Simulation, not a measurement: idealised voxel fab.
process module | voxel tone inversion
cross-section cut | 285 nm wide | cells 5 nm
A cross-section is a grid of square cells, given in bands from the top down. A band is one or more rows of cells.
Each band's line starts with the height of the band's top and of its bottom, in nm. Then come its materials from left to right, each with its width in nm. One material with "throughout" fills the band from edge to edge. "air" is empty space.
Height 0 is the level under which the wafer as received is all one material. The lowest band goes on downwards, as in "0 down".
A width such as "30 to 40" changes by the same amount from each row of cells to the next, from the band's top row to its bottom row.
"no change" after a step means that no cell of the cross-section changed.
closed voids: empty space of 8 cells or more with no open way to the top, each as width x height at its distance from the left edge, in nm
after a step's settings: what the simulator itself notes on the step
overlay nm, on a step with a mask: how far to the right of its planned place the mask lay; to the left if negative
plan
1 op RECEIVE | material Si
2 op CONFORMAL_DEP | material SiCN | thk nm 5
3 op DIRECTIONAL_DEP | material aC | thk nm 20
4 op PATTERN | tone cover | mask id POSTS | material resist | width nm 25 | pitch nm 50 | thk nm 30 | overlay nm 0
5 op DIRECTIONAL_ETCH | etch materials aC | depth nm 20
6 op STRIP | etch materials resist
7 op FILL_DEP | material lowk | thk nm 10
8 op CMP | height nm 25
9 op STRIP | etch materials aC
10 op CONFORMAL_DEP | material TiN | thk nm 5
11 op FILL_DEP | material Ru | thk nm 10
12 op CMP | height nm 25
13 op CONFORMAL_DEP | material SiCN | thk nm 5
varied across the wafers: thk nm of step 13. The plan shows the first wafer's value. All wafers start alike
first wafer as received, after step 1
  0 down: Si throughout
  closed voids: none
first wafer at the end, after step 13
  30 to 25: SiCN throughout
  25 to 10: lowk 80 | TiN 5 | Ru 15 | TiN 5 | lowk 25 | TiN 5 | Ru 15 | TiN 5 | lowk 25 | TiN 5 | Ru 15 | TiN 5 | lowk 80
  10 to 5: lowk 80 | TiN 25 | lowk 25 | TiN 25 | lowk 25 | TiN 25 | lowk 80
  5 to 0: SiCN throughout
  0 down: Si throughout
  closed voids: none
last wafer at the end
  45 to 25: SiCN throughout
  25 to 10: lowk 80 | TiN 5 | Ru 15 | TiN 5 | lowk 25 | TiN 5 | Ru 15 | TiN 5 | lowk 25 | TiN 5 | Ru 15 | TiN 5 | lowk 80
  10 to 5: lowk 80 | TiN 25 | lowk 25 | TiN 25 | lowk 25 | TiN 25 | lowk 80
  5 to 0: SiCN throughout
  0 down: Si throughout
  closed voids: none
each wafer at the end: cells of each material gained (+) or lost (-) since it was received, then its closed voids
thk nm 5 | +27 Ru | +114 SiCN | +33 TiN | +168 lowk | closed voids: none
thk nm 10 | +27 Ru | +171 SiCN | +33 TiN | +168 lowk | closed voids: none
thk nm 15 | +27 Ru | +228 SiCN | +33 TiN | +168 lowk | closed voids: none
thk nm 20 | +27 Ru | +285 SiCN | +33 TiN | +168 lowk | closed voids: none
